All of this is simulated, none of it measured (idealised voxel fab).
Name of the process module below: voxel trench capacitor
Cross-sectional view cut (width: 175 nm; square cell size: 5 nm).
Reading order for cross-sections: top band down to bottom band. Underlying form: a grid of square cells. Band size: one or more rows of cells. Quick guide to a band line: top height, bottom height (nm) up front; then every material left to right with its width in nm. Only one material and it's marked "all across"? Then it fills the band edge to edge. And "air" just means empty space. Basically, 0 is our baseline, since under it the wafer straight out of the box is all one material. The bottom band has no lower end and keeps on going down, so it looks like "from 0 down". Graded width ("30->40"): value in top row of band = first number; value in bottom row = second number; row-to-row change constant. Key: "no alterations made" - step with no changed cell in the cross-section. Any empty space of 8 cells or more lacking an open way to the top shows up in "Non-vented voids" as width x height at distance, distance from the left edge, in nm. after a step's settings: what the simulator itself notes on the step. "overlay nm" denotes, for a step that has a mask, the displacement of the mask to the right of its planned place, with negative values corresponding to the left. Guide to the pairs. Each holds a before and an after cross-section around one process step; the after cross-section is cut off at the lowest band that changed. Look under the pair for the step between them and its settings. Pairs can come from different runs of this module on the same starting wafer, so a pair follows on from the one above it only where its entry headed "Pre-processing view" says it does.
Pre-processing view:
    from 0 down | Si all across
    Non-vented voids: none
Post-Process View:
    from 10 to 0 | SiN all across
    Unchanged below 0.
    Non-vented voids: none
What is the step between the two cross-sections above? CONFORMAL_DEP [material SiN] [thk nm 10]
Pre-processing view: same picture as after in the pair right above, so we don't repeat it.
Post-Process View:
    from 25 to 10 | aC all across
    Unchanged below 10.
    Non-vented voids: none
What is the step between the two cross-sections above? DIRECTIONAL_DEP [material aC] [thk nm 15]
Pre-processing view: same picture as after in the pair right above, so we don't repeat it.
Post-Process View:
    from 55 to 25 | resist 35 nm  air 25 nm  resist 15 nm  air 25 nm  resist 15 nm  air 25 nm  resist 35 nm
    Unchanged below 25.
    Non-vented voids: none
What is the step between the two cross-sections above? PATTERN [tone open] [mask id TRENCH] [material resist] [width nm 25] [pitch nm 40] [thk nm 30] [overlay nm 0]
Pre-processing view: same picture as after in the pair right above, so we don't repeat it.
Post-Process View:
    from 40 to 25 | resist 35 nm  air 25 nm  resist 15 nm  air 25 nm  resist 15 nm  air 25 nm  resist 35 nm
    from 25 to 10 | aC 35 nm  air 25 nm  aC 15 nm  air 25 nm  aC 15 nm  air 25 nm  aC 35 nm
    Unchanged below 10.
    Non-vented voids: none
What is the step between the two cross-sections above? DIRECTIONAL_ETCH [etch materials aC] [depth nm 15]
Pre-processing view: same picture as after in the pair right above, so we don't repeat it.
Post-Process View:
    from 25 to 10 | aC 35 nm  air 25 nm  aC 15 nm  air 25 nm  aC 15 nm  air 25 nm  aC 35 nm
    Unchanged below 10.
    Non-vented voids: none
What is the step between the two cross-sections above? STRIP [etch materials resist]
Pre-processing view: same picture as after in the pair right above, so we don't repeat it.
Post-Process View:
    from 25 to 10 | aC 35 nm  air 25 nm  aC 15 nm  air 25 nm  aC 15 nm  air 25 nm  aC 35 nm
    from 10 to 0 | SiN 35 nm  air 25 nm  SiN 15 nm  air 25 nm  SiN 15 nm  air 25 nm  SiN 35 nm
    Unchanged below 0.
    Non-vented voids: none
What is the step between the two cross-sections above? DIRECTIONAL_ETCH [etch materials SiN] [depth nm 10]
Pre-processing view: same picture as after in the pair right above, so we don't repeat it.
Post-Process View:
    from 25 to 10 | aC 35 nm  air 25 nm  aC 15 nm  air 25 nm  aC 15 nm  air 25 nm  aC 35 nm
    from 10 to 0 | SiN 35 nm  air 25 nm  SiN 15 nm  air 25 nm  SiN 15 nm  air 25 nm  SiN 35 nm
    from 0 to -35 | Si 35 nm  air 25 nm  Si 15 nm  air 25 nm  Si 15 nm  air 25 nm  Si 35 nm
    Unchanged below -35.
    Non-vented voids: none
What is the step between the two cross-sections above? DIRECTIONAL_ETCH [etch materials Si] [depth nm 35]
Pre-processing view: same picture as after in the pair right above, so we don't repeat it.
Post-Process View:
    from 10 to 0 | SiN 35 nm  air 25 nm  SiN 15 nm  air 25 nm  SiN 15 nm  air 25 nm  SiN 35 nm
    Unchanged below 0.
    Non-vented voids: none
What is the step between the two cross-sections above? STRIP [etch materials aC]
Pre-processing view: same picture as after in the pair right above, so we don't repeat it.
Post-Process View:
    from 15 to 10 | Al2O3 40 nm  air 15 nm  Al2O3 25 nm  air 15 nm  Al2O3 25 nm  air 15 nm  Al2O3 40 nm
    from 10 to 0 | SiN 35 nm  Al2O3 5 nm  air 15 nm  Al2O3 5 nm  SiN 15 nm  Al2O3 5 nm  air 15 nm  Al2O3 5 nm  SiN 15 nm  Al2O3 5 nm  air 15 nm  Al2O3 5 nm  SiN 35 nm
    from 0 to -30 | Si 35 nm  Al2O3 5 nm  air 15 nm  Al2O3 5 nm  Si 15 nm  Al2O3 5 nm  air 15 nm  Al2O3 5 nm  Si 15 nm  Al2O3 5 nm  air 15 nm  Al2O3 5 nm  Si 35 nm
    from -30 to -35 | Si 35 nm  Al2O3 25 nm  Si 15 nm  Al2O3 25 nm  Si 15 nm  Al2O3 25 nm  Si 35 nm
    Unchanged below -35.
    Non-vented voids: none
What is the step between the two cross-sections above? CONFORMAL_DEP [material Al2O3] [thk nm 5]
Pre-processing view: same picture as after in the pair right above, so we don't repeat it.
Post-Process View:
    from 20 to 15 | TiN 45 nm  air 5 nm  TiN 35 nm  air 5 nm  TiN 35 nm  air 5 nm  TiN 45 nm
    from 15 to 10 | Al2O3 40 nm  TiN 5 nm  air 5 nm  TiN 5 nm  Al2O3 25 nm  TiN 5 nm  air 5 nm  TiN 5 nm  Al2O3 25 nm  TiN 5 nm  air 5 nm  TiN 5 nm  Al2O3 40 nm
    from 10 to 0 | SiN 35 nm  Al2O3 5 nm  TiN 5 nm  air 5 nm  TiN 5 nm  Al2O3 5 nm  SiN 15 nm  Al2O3 5 nm  TiN 5 nm  air 5 nm  TiN 5 nm  Al2O3 5 nm  SiN 15 nm  Al2O3 5 nm  TiN 5 nm  air 5 nm  TiN 5 nm  Al2O3 5 nm  SiN 35 nm
    from 0 to -25 | Si 35 nm  Al2O3 5 nm  TiN 5 nm  air 5 nm  TiN 5 nm  Al2O3 5 nm  Si 15 nm  Al2O3 5 nm  TiN 5 nm  air 5 nm  TiN 5 nm  Al2O3 5 nm  Si 15 nm  Al2O3 5 nm  TiN 5 nm  air 5 nm  TiN 5 nm  Al2O3 5 nm  Si 35 nm
    from -25 to -30 | Si 35 nm  Al2O3 5 nm  TiN 15 nm  Al2O3 5 nm  Si 15 nm  Al2O3 5 nm  TiN 15 nm  Al2O3 5 nm  Si 15 nm  Al2O3 5 nm  TiN 15 nm  Al2O3 5 nm  Si 35 nm
    Unchanged below -30.
    Non-vented voids: none
What is the step between the two cross-sections above? CONFORMAL_DEP [material TiN] [thk nm 5]
Pre-processing view: same picture as after in the pair right above, so we don't repeat it.
Post-Process View:
    from 30 to 20 | W all across
    from 20 to 15 | TiN 45 nm  W 5 nm  TiN 35 nm  W 5 nm  TiN 35 nm  W 5 nm  TiN 45 nm
    from 15 to 10 | Al2O3 40 nm  TiN 5 nm  W 5 nm  TiN 5 nm  Al2O3 25 nm  TiN 5 nm  W 5 nm  TiN 5 nm  Al2O3 25 nm  TiN 5 nm  W 5 nm  TiN 5 nm  Al2O3 40 nm
    from 10 to 0 | SiN 35 nm  Al2O3 5 nm  TiN 5 nm  W 5 nm  TiN 5 nm  Al2O3 5 nm  SiN 15 nm  Al2O3 5 nm  TiN 5 nm  W 5 nm  TiN 5 nm  Al2O3 5 nm  SiN 15 nm  Al2O3 5 nm  TiN 5 nm  W 5 nm  TiN 5 nm  Al2O3 5 nm  SiN 35 nm
    from 0 to -25 | Si 35 nm  Al2O3 5 nm  TiN 5 nm  W 5 nm  TiN 5 nm  Al2O3 5 nm  Si 15 nm  Al2O3 5 nm  TiN 5 nm  W 5 nm  TiN 5 nm  Al2O3 5 nm  Si 15 nm  Al2O3 5 nm  TiN 5 nm  W 5 nm  TiN 5 nm  Al2O3 5 nm  Si 35 nm
    Unchanged below -25.
    Non-vented voids: none
What is the step between the two cross-sections above? FILL_DEP [material W] [thk nm 10]
Pre-processing view: same picture as after in the pair right above, so we don't repeat it.
Post-Process View:
    from 10 to 0 | SiN 35 nm  Al2O3 5 nm  TiN 5 nm  W 5 nm  TiN 5 nm  Al2O3 5 nm  SiN 15 nm  Al2O3 5 nm  TiN 5 nm  W 5 nm  TiN 5 nm  Al2O3 5 nm  SiN 15 nm  Al2O3 5 nm  TiN 5 nm  W 5 nm  TiN 5 nm  Al2O3 5 nm  SiN 35 nm
    Unchanged below 0.
    Non-vented voids: none
What is the step between the two cross-sections above? CMP [height nm 10]
Pre-processing view:
    from 25 to 10 | aC 35 nm  air 25 nm  aC 15 nm  air 25 nm  aC 15 nm  air 25 nm  aC 35 nm
    from 10 to 0 | SiN 35 nm  air 25 nm  SiN 15 nm  air 25 nm  SiN 15 nm  air 25 nm  SiN 35 nm
    from 0 to -35 | Si 35 nm  air 25 nm  Si 15 nm  air 25 nm  Si 15 nm  air 25 nm  Si 35 nm
    from -35 down | Si all across
    Non-vented voids: none
Post-Process View:
    from 25 to 10 | aC 35 nm  air 25 nm  aC 15 nm  air 25 nm  aC 15 nm  air 25 nm  aC 35 nm
    from 10 to 0 | SiN 35 nm  air 25 nm  SiN 15 nm  air 25 nm  SiN 15 nm  air 25 nm  SiN 35 nm
    from 0 to -70 | Si 35 nm  air 25 nm  Si 15 nm  air 25 nm  Si 15 nm  air 25 nm  Si 35 nm
    Unchanged below -70.
    Non-vented voids: none
What is the step between the two cross-sections above? DIRECTIONAL_ETCH [etch materials Si] [depth nm 35]
Pre-processing view: same picture as after in the pair right above, so we don't repeat it.
Post-Process View:
    from 10 to 0 | SiN 35 nm  air 25 nm  SiN 15 nm  air 25 nm  SiN 15 nm  air 25 nm  SiN 35 nm
    Unchanged below 0.
    Non-vented voids: none
What is the step between the two cross-sections above? STRIP [etch materials aC]
Pre-processing view: same picture as after in the pair right above, so we don't repeat it.
Post-Process View:
    from 15 to 10 | Al2O3 40 nm  air 15 nm  Al2O3 25 nm  air 15 nm  Al2O3 25 nm  air 15 nm  Al2O3 40 nm
    from 10 to 0 | SiN 35 nm  Al2O3 5 nm  air 15 nm  Al2O3 5 nm  SiN 15 nm  Al2O3 5 nm  air 15 nm  Al2O3 5 nm  SiN 15 nm  Al2O3 5 nm  air 15 nm  Al2O3 5 nm  SiN 35 nm
    from 0 to -65 | Si 35 nm  Al2O3 5 nm  air 15 nm  Al2O3 5 nm  Si 15 nm  Al2O3 5 nm  air 15 nm  Al2O3 5 nm  Si 15 nm  Al2O3 5 nm  air 15 nm  Al2O3 5 nm  Si 35 nm
    from -65 to -70 | Si 35 nm  Al2O3 25 nm  Si 15 nm  Al2O3 25 nm  Si 15 nm  Al2O3 25 nm  Si 35 nm
    Unchanged below -70.
    Non-vented voids: none
What is the step between the two cross-sections above? CONFORMAL_DEP [material Al2O3] [thk nm 5]
Pre-processing view: same picture as after in the pair right above, so we don't repeat it.
Post-Process View:
    from 20 to 15 | TiN 45 nm  air 5 nm  TiN 35 nm  air 5 nm  TiN 35 nm  air 5 nm  TiN 45 nm
    from 15 to 10 | Al2O3 40 nm  TiN 5 nm  air 5 nm  TiN 5 nm  Al2O3 25 nm  TiN 5 nm  air 5 nm  TiN 5 nm  Al2O3 25 nm  TiN 5 nm  air 5 nm  TiN 5 nm  Al2O3 40 nm
    from 10 to 0 | SiN 35 nm  Al2O3 5 nm  TiN 5 nm  air 5 nm  TiN 5 nm  Al2O3 5 nm  SiN 15 nm  Al2O3 5 nm  TiN 5 nm  air 5 nm  TiN 5 nm  Al2O3 5 nm  SiN 15 nm  Al2O3 5 nm  TiN 5 nm  air 5 nm  TiN 5 nm  Al2O3 5 nm  SiN 35 nm
    from 0 to -60 | Si 35 nm  Al2O3 5 nm  TiN 5 nm  air 5 nm  TiN 5 nm  Al2O3 5 nm  Si 15 nm  Al2O3 5 nm  TiN 5 nm  air 5 nm  TiN 5 nm  Al2O3 5 nm  Si 15 nm  Al2O3 5 nm  TiN 5 nm  air 5 nm  TiN 5 nm  Al2O3 5 nm  Si 35 nm
    from -60 to -65 | Si 35 nm  Al2O3 5 nm  TiN 15 nm  Al2O3 5 nm  Si 15 nm  Al2O3 5 nm  TiN 15 nm  Al2O3 5 nm  Si 15 nm  Al2O3 5 nm  TiN 15 nm  Al2O3 5 nm  Si 35 nm
    Unchanged below -65.
    Non-vented voids: none
What is the step between the two cross-sections above? CONFORMAL_DEP [material TiN] [thk nm 5]
Pre-processing view: same picture as after in the pair right above, so we don't repeat it.
Post-Process View:
    from 30 to 20 | W all across
    from 20 to 15 | TiN 45 nm  W 5 nm  TiN 35 nm  W 5 nm  TiN 35 nm  W 5 nm  TiN 45 nm
    from 15 to 10 | Al2O3 40 nm  TiN 5 nm  W 5 nm  TiN 5 nm  Al2O3 25 nm  TiN 5 nm  W 5 nm  TiN 5 nm  Al2O3 25 nm  TiN 5 nm  W 5 nm  TiN 5 nm  Al2O3 40 nm
    from 10 to 0 | SiN 35 nm  Al2O3 5 nm  TiN 5 nm  W 5 nm  TiN 5 nm  Al2O3 5 nm  SiN 15 nm  Al2O3 5 nm  TiN 5 nm  W 5 nm  TiN 5 nm  Al2O3 5 nm  SiN 15 nm  Al2O3 5 nm  TiN 5 nm  W 5 nm  TiN 5 nm  Al2O3 5 nm  SiN 35 nm
    from 0 to -60 | Si 35 nm  Al2O3 5 nm  TiN 5 nm  W 5 nm  TiN 5 nm  Al2O3 5 nm  Si 15 nm  Al2O3 5 nm  TiN 5 nm  W 5 nm  TiN 5 nm  Al2O3 5 nm  Si 15 nm  Al2O3 5 nm  TiN 5 nm  W 5 nm  TiN 5 nm  Al2O3 5 nm  Si 35 nm
    Unchanged below -60.
    Non-vented voids: none
What is the step between the two cross-sections above? FILL_DEP [material W] [thk nm 10]
Pre-processing view: same picture as after in the pair right above, so we don't repeat it.
Post-Process View:
    from 10 to 0 | SiN 35 nm  Al2O3 5 nm  TiN 5 nm  W 5 nm  TiN 5 nm  Al2O3 5 nm  SiN 15 nm  Al2O3 5 nm  TiN 5 nm  W 5 nm  TiN 5 nm  Al2O3 5 nm  SiN 15 nm  Al2O3 5 nm  TiN 5 nm  W 5 nm  TiN 5 nm  Al2O3 5 nm  SiN 35 nm
    Unchanged below 0.
    Non-vented voids: none
What is the step between the two cross-sections above? CMP [height nm 10]
Pre-processing view:
    from 10 to 0 | SiN 35 nm  air 25 nm  SiN 15 nm  air 25 nm  SiN 15 nm  air 25 nm  SiN 35 nm
    from 0 to -35 | Si 35 nm  air 25 nm  Si 15 nm  air 25 nm  Si 15 nm  air 25 nm  Si 35 nm
    from -35 down | Si all across
    Non-vented voids: none
Post-Process View:
    from 15 to 10 | TiN 40 nm  air 15 nm  TiN 25 nm  air 15 nm  TiN 25 nm  air 15 nm  TiN 40 nm
    from 10 to 0 | SiN 35 nm  TiN 5 nm  air 15 nm  TiN 5 nm  SiN 15 nm  TiN 5 nm  air 15 nm  TiN 5 nm  SiN 15 nm  TiN 5 nm  air 15 nm  TiN 5 nm  SiN 35 nm
    from 0 to -30 | Si 35 nm  TiN 5 nm  air 15 nm  TiN 5 nm  Si 15 nm  TiN 5 nm  air 15 nm  TiN 5 nm  Si 15 nm  TiN 5 nm  air 15 nm  TiN 5 nm  Si 35 nm
    from -30 to -35 | Si 35 nm  TiN 25 nm  Si 15 nm  TiN 25 nm  Si 15 nm  TiN 25 nm  Si 35 nm
    Unchanged below -35.
    Non-vented voids: none
What is the step between the two cross-sections above? CONFORMAL_DEP [material TiN] [thk nm 5]
Pre-processing view: same picture as after in the pair right above, so we don't repeat it.
Post-Process View:
    from 20 to 15 | Al2O3 45 nm  air 5 nm  Al2O3 35 nm  air 5 nm  Al2O3 35 nm  air 5 nm  Al2O3 45 nm
    from 15 to 10 | TiN 40 nm  Al2O3 5 nm  air 5 nm  Al2O3 5 nm  TiN 25 nm  Al2O3 5 nm  air 5 nm  Al2O3 5 nm  TiN 25 nm  Al2O3 5 nm  air 5 nm  Al2O3 5 nm  TiN 40 nm
    from 10 to 0 | SiN 35 nm  TiN 5 nm  Al2O3 5 nm  air 5 nm  Al2O3 5 nm  TiN 5 nm  SiN 15 nm  TiN 5 nm  Al2O3 5 nm  air 5 nm  Al2O3 5 nm  TiN 5 nm  SiN 15 nm  TiN 5 nm  Al2O3 5 nm  air 5 nm  Al2O3 5 nm  TiN 5 nm  SiN 35 nm
    from 0 to -25 | Si 35 nm  TiN 5 nm  Al2O3 5 nm  air 5 nm  Al2O3 5 nm  TiN 5 nm  Si 15 nm  TiN 5 nm  Al2O3 5 nm  air 5 nm  Al2O3 5 nm  TiN 5 nm  Si 15 nm  TiN 5 nm  Al2O3 5 nm  air 5 nm  Al2O3 5 nm  TiN 5 nm  Si 35 nm
    from -25 to -30 | Si 35 nm  TiN 5 nm  Al2O3 15 nm  TiN 5 nm  Si 15 nm  TiN 5 nm  Al2O3 15 nm  TiN 5 nm  Si 15 nm  TiN 5 nm  Al2O3 15 nm  TiN 5 nm  Si 35 nm
    Unchanged below -30.
    Non-vented voids: none
What is the step between the two cross-sections above? CONFORMAL_DEP [material Al2O3] [thk nm 5]
Pre-processing view: same picture as after in the pair right above, so we don't repeat it.
Post-Process View:
    from 30 to 20 | W all across
    from 20 to 15 | Al2O3 45 nm  W 5 nm  Al2O3 35 nm  W 5 nm  Al2O3 35 nm  W 5 nm  Al2O3 45 nm
    from 15 to 10 | TiN 40 nm  Al2O3 5 nm  W 5 nm  Al2O3 5 nm  TiN 25 nm  Al2O3 5 nm  W 5 nm  Al2O3 5 nm  TiN 25 nm  Al2O3 5 nm  W 5 nm  Al2O3 5 nm  TiN 40 nm
    from 10 to 0 | SiN 35 nm  TiN 5 nm  Al2O3 5 nm  W 5 nm  Al2O3 5 nm  TiN 5 nm  SiN 15 nm  TiN 5 nm  Al2O3 5 nm  W 5 nm  Al2O3 5 nm  TiN 5 nm  SiN 15 nm  TiN 5 nm  Al2O3 5 nm  W 5 nm  Al2O3 5 nm  TiN 5 nm  SiN 35 nm
    from 0 to -25 | Si 35 nm  TiN 5 nm  Al2O3 5 nm  W 5 nm  Al2O3 5 nm  TiN 5 nm  Si 15 nm  TiN 5 nm  Al2O3 5 nm  W 5 nm  Al2O3 5 nm  TiN 5 nm  Si 15 nm  TiN 5 nm  Al2O3 5 nm  W 5 nm  Al2O3 5 nm  TiN 5 nm  Si 35 nm
    Unchanged below -25.
    Non-vented voids: none
What is the step between the two cross-sections above? FILL_DEP [material W] [thk nm 10]
Pre-processing view: same picture as after in the pair right above, so we don't repeat it.
Post-Process View:
    from 10 to 0 | SiN 35 nm  TiN 5 nm  Al2O3 5 nm  W 5 nm  Al2O3 5 nm  TiN 5 nm  SiN 15 nm  TiN 5 nm  Al2O3 5 nm  W 5 nm  Al2O3 5 nm  TiN 5 nm  SiN 15 nm  TiN 5 nm  Al2O3 5 nm  W 5 nm  Al2O3 5 nm  TiN 5 nm  SiN 35 nm
    Unchanged below 0.
    Non-vented voids: none
What is the step between the two cross-sections above? CMP [height nm 10]
Pre-processing view:
    from 10 to 0 | SiN 35 nm  air 25 nm  SiN 15 nm  air 25 nm  SiN 15 nm  air 25 nm  SiN 35 nm
    from 0 to -35 | Si 35 nm  air 25 nm  Si 15 nm  air 25 nm  Si 15 nm  air 25 nm  Si 35 nm
    from -35 down | Si all across
    Non-vented voids: none
Post-Process View:
    from 25 to 10 | Al2O3 all across
    from 10 to 0 | SiN 35 nm  Al2O3 25 nm  SiN 15 nm  Al2O3 25 nm  SiN 15 nm  Al2O3 25 nm  SiN 35 nm
    from 0 to -35 | Si 35 nm  Al2O3 25 nm  Si 15 nm  Al2O3 25 nm  Si 15 nm  Al2O3 25 nm  Si 35 nm
    Unchanged below -35.
    Non-vented voids: none
What is the step between the two cross-sections above? CONFORMAL_DEP [material Al2O3] [thk nm 15]
Pre-processing view: same picture as after in the pair right above, so we don't repeat it.
Post-Process View:
    from 30 to 25 | TiN all across
    Unchanged below 25.
    Non-vented voids: none
What is the step between the two cross-sections above? CONFORMAL_DEP [material TiN] [thk nm 5]
Pre-processing view: same picture as after in the pair right above, so we don't repeat it.
Post-Process View:
    from 40 to 30 | W all across
    Unchanged below 30.
    Non-vented voids: none
What is the step between the two cross-sections above? FILL_DEP [material W] [thk nm 10]
Pre-processing view: same picture as after in the pair right above, so we don't repeat it.
Post-Process View:
    from 10 to 0 | SiN 35 nm  Al2O3 25 nm  SiN 15 nm  Al2O3 25 nm  SiN 15 nm  Al2O3 25 nm  SiN 35 nm
    Unchanged below 0.
    Non-vented voids: none
What is the step between the two cross-sections above? CMP [height nm 10]
Pre-processing view:
    from 25 to 10 | aC all across
    from 10 to 0 | SiN all across
    from 0 down | Si all across
    Non-vented voids: none
Post-Process View:
    from 55 to 25 | resist 40 nm  air 15 nm  resist 25 nm  air 15 nm  resist 25 nm  air 15 nm  resist 40 nm
    Unchanged below 25.
    Non-vented voids: none
What is the step between the two cross-sections above? PATTERN [tone open] [mask id TRENCH] [material resist] [width nm 15] [pitch nm 40] [thk nm 30] [overlay nm 0]
Pre-processing view: same picture as after in the pair right above, so we don't repeat it.
Post-Process View:
    from 40 to 25 | resist 40 nm  air 15 nm  resist 25 nm  air 15 nm  resist 25 nm  air 15 nm  resist 40 nm
    from 25 to 10 | aC 40 nm  air 15 nm  aC 25 nm  air 15 nm  aC 25 nm  air 15 nm  aC 40 nm
    Unchanged below 10.
    Non-vented voids: none
What is the step between the two cross-sections above? DIRECTIONAL_ETCH [etch materials aC] [depth nm 15]
Pre-processing view: same picture as after in the pair right above, so we don't repeat it.
Post-Process View:
    from 25 to 10 | aC 40 nm  air 15 nm  aC 25 nm  air 15 nm  aC 25 nm  air 15 nm  aC 40 nm
    Unchanged below 10.
    Non-vented voids: none
What is the step between the two cross-sections above? STRIP [etch materials resist]
Pre-processing view: same picture as after in the pair right above, so we don't repeat it.
Post-Process View:
    from 25 to 10 | aC 40 nm  air 15 nm  aC 25 nm  air 15 nm  aC 25 nm  air 15 nm  aC 40 nm
    from 10 to 0 | SiN 40 nm  air 15 nm  SiN 25 nm  air 15 nm  SiN 25 nm  air 15 nm  SiN 40 nm
    Unchanged below 0.
    Non-vented voids: none
What is the step between the two cross-sections above? DIRECTIONAL_ETCH [etch materials SiN] [depth nm 10]
Pre-processing view: same picture as after in the pair right above, so we don't repeat it.
Post-Process View:
    from 25 to 10 | aC 40 nm  air 15 nm  aC 25 nm  air 15 nm  aC 25 nm  air 15 nm  aC 40 nm
    from 10 to 0 | SiN 40 nm  air 15 nm  SiN 25 nm  air 15 nm  SiN 25 nm  air 15 nm  SiN 40 nm
    from 0 to -35 | Si 40 nm  air 15 nm  Si 25 nm  air 15 nm  Si 25 nm  air 15 nm  Si 40 nm
    Unchanged below -35.
    Non-vented voids: none
What is the step between the two cross-sections above? DIRECTIONAL_ETCH [etch materials Si] [depth nm 35]
Pre-processing view: same picture as after in the pair right above, so we don't repeat it.
Post-Process View:
    from 10 to 0 | SiN 40 nm  air 15 nm  SiN 25 nm  air 15 nm  SiN 25 nm  air 15 nm  SiN 40 nm
    Unchanged below 0.
    Non-vented voids: none
What is the step between the two cross-sections above? STRIP [etch materials aC]
Pre-processing view: same picture as after in the pair right above, so we don't repeat it.
Post-Process View:
    from 15 to 10 | Al2O3 45 nm  air 5 nm  Al2O3 35 nm  air 5 nm  Al2O3 35 nm  air 5 nm  Al2O3 45 nm
    from 10 to 0 | SiN 40 nm  Al2O3 5 nm  air 5 nm  Al2O3 5 nm  SiN 25 nm  Al2O3 5 nm  air 5 nm  Al2O3 5 nm  SiN 25 nm  Al2O3 5 nm  air 5 nm  Al2O3 5 nm  SiN 40 nm
    from 0 to -30 | Si 40 nm  Al2O3 5 nm  air 5 nm  Al2O3 5 nm  Si 25 nm  Al2O3 5 nm  air 5 nm  Al2O3 5 nm  Si 25 nm  Al2O3 5 nm  air 5 nm  Al2O3 5 nm  Si 40 nm
    from -30 to -35 | Si 40 nm  Al2O3 15 nm  Si 25 nm  Al2O3 15 nm  Si 25 nm  Al2O3 15 nm  Si 40 nm
    Unchanged below -35.
    Non-vented voids: none
What is the step between the two cross-sections above? CONFORMAL_DEP [material Al2O3] [thk nm 5]
Pre-processing view: same picture as after in the pair right above, so we don't repeat it.
Post-Process View:
    from 20 to 15 | TiN all across
    from 15 to 10 | Al2O3 45 nm  TiN 5 nm  Al2O3 35 nm  TiN 5 nm  Al2O3 35 nm  TiN 5 nm  Al2O3 45 nm
    from 10 to 0 | SiN 40 nm  Al2O3 5 nm  TiN 5 nm  Al2O3 5 nm  SiN 25 nm  Al2O3 5 nm  TiN 5 nm  Al2O3 5 nm  SiN 25 nm  Al2O3 5 nm  TiN 5 nm  Al2O3 5 nm  SiN 40 nm
    from 0 to -30 | Si 40 nm  Al2O3 5 nm  TiN 5 nm  Al2O3 5 nm  Si 25 nm  Al2O3 5 nm  TiN 5 nm  Al2O3 5 nm  Si 25 nm  Al2O3 5 nm  TiN 5 nm  Al2O3 5 nm  Si 40 nm
    Unchanged below -30.
    Non-vented voids: none
What is the step between the two cross-sections above? CONFORMAL_DEP [material TiN] [thk nm 5]
Pre-processing view: same picture as after in the pair right above, so we don't repeat it.
Post-Process View:
    from 30 to 20 | W all across
    Unchanged below 20.
    Non-vented voids: none
What is the step between the two cross-sections above? FILL_DEP [material W] [thk nm 10]
Pre-processing view: same picture as after in the pair right above, so we don't repeat it.
Post-Process View:
    from 10 to 0 | SiN 40 nm  Al2O3 5 nm  TiN 5 nm  Al2O3 5 nm  SiN 25 nm  Al2O3 5 nm  TiN 5 nm  Al2O3 5 nm  SiN 25 nm  Al2O3 5 nm  TiN 5 nm  Al2O3 5 nm  SiN 40 nm
    Unchanged below 0.
    Non-vented voids: none
What is the step between the two cross-sections above? CMP [height nm 10]
Pre-processing view:
    from 25 to 10 | aC all across
    from 10 to 0 | SiN all across
    from 0 down | Si all across
    Non-vented voids: none
Post-Process View:
    from 55 to 25 | resist 30 nm  air 25 nm  resist 15 nm  air 25 nm  resist 15 nm  air 25 nm  resist 40 nm
    Unchanged below 25.
    Non-vented voids: none
What is the step between the two cross-sections above? PATTERN [tone open] [mask id TRENCH] [material resist] [width nm 25] [pitch nm 40] [thk nm 30] [overlay nm -5]
Pre-processing view: same picture as after in the pair right above, so we don't repeat it.
Post-Process View:
    from 40 to 25 | resist 30 nm  air 25 nm  resist 15 nm  air 25 nm  resist 15 nm  air 25 nm  resist 40 nm
    from 25 to 10 | aC 30 nm  air 25 nm  aC 15 nm  air 25 nm  aC 15 nm  air 25 nm  aC 40 nm
    Unchanged below 10.
    Non-vented voids: none
What is the step between the two cross-sections above? DIRECTIONAL_ETCH [etch materials aC] [depth nm 15]
Pre-processing view: same picture as after in the pair right above, so we don't repeat it.
Post-Process View:
    from 25 to 10 | aC 30 nm  air 25 nm  aC 15 nm  air 25 nm  aC 15 nm  air 25 nm  aC 40 nm
    Unchanged below 10.
    Non-vented voids: none
What is the step between the two cross-sections above? STRIP [etch materials resist]
Pre-processing view: same picture as after in the pair right above, so we don't repeat it.
Post-Process View:
    from 25 to 10 | aC 30 nm  air 25 nm  aC 15 nm  air 25 nm  aC 15 nm  air 25 nm  aC 40 nm
    from 10 to 0 | SiN 30 nm  air 25 nm  SiN 15 nm  air 25 nm  SiN 15 nm  air 25 nm  SiN 40 nm
    Unchanged below 0.
    Non-vented voids: none
What is the step between the two cross-sections above? DIRECTIONAL_ETCH [etch materials SiN] [depth nm 10]
Pre-processing view: same picture as after in the pair right above, so we don't repeat it.
Post-Process View:
    from 25 to 10 | aC 30 nm  air 25 nm  aC 15 nm  air 25 nm  aC 15 nm  air 25 nm  aC 40 nm
    from 10 to 0 | SiN 30 nm  air 25 nm  SiN 15 nm  air 25 nm  SiN 15 nm  air 25 nm  SiN 40 nm
    from 0 to -35 | Si 30 nm  air 25 nm  Si 15 nm  air 25 nm  Si 15 nm  air 25 nm  Si 40 nm
    Unchanged below -35.
    Non-vented voids: none
What is the step between the two cross-sections above? DIRECTIONAL_ETCH [etch materials Si] [depth nm 35]
Pre-processing view: same picture as after in the pair right above, so we don't repeat it.
Post-Process View:
    from 10 to 0 | SiN 30 nm  air 25 nm  SiN 15 nm  air 25 nm  SiN 15 nm  air 25 nm  SiN 40 nm
    Unchanged below 0.
    Non-vented voids: none
What is the step between the two cross-sections above? STRIP [etch materials aC]
Pre-processing view: same picture as after in the pair right above, so we don't repeat it.
Post-Process View:
    from 15 to 10 | Al2O3 35 nm  air 15 nm  Al2O3 25 nm  air 15 nm  Al2O3 25 nm  air 15 nm  Al2O3 45 nm
    from 10 to 0 | SiN 30 nm  Al2O3 5 nm  air 15 nm  Al2O3 5 nm  SiN 15 nm  Al2O3 5 nm  air 15 nm  Al2O3 5 nm  SiN 15 nm  Al2O3 5 nm  air 15 nm  Al2O3 5 nm  SiN 40 nm
    from 0 to -30 | Si 30 nm  Al2O3 5 nm  air 15 nm  Al2O3 5 nm  Si 15 nm  Al2O3 5 nm  air 15 nm  Al2O3 5 nm  Si 15 nm  Al2O3 5 nm  air 15 nm  Al2O3 5 nm  Si 40 nm
    from -30 to -35 | Si 30 nm  Al2O3 25 nm  Si 15 nm  Al2O3 25 nm  Si 15 nm  Al2O3 25 nm  Si 40 nm
    Unchanged below -35.
    Non-vented voids: none
What is the step between the two cross-sections above? CONFORMAL_DEP [material Al2O3] [thk nm 5]
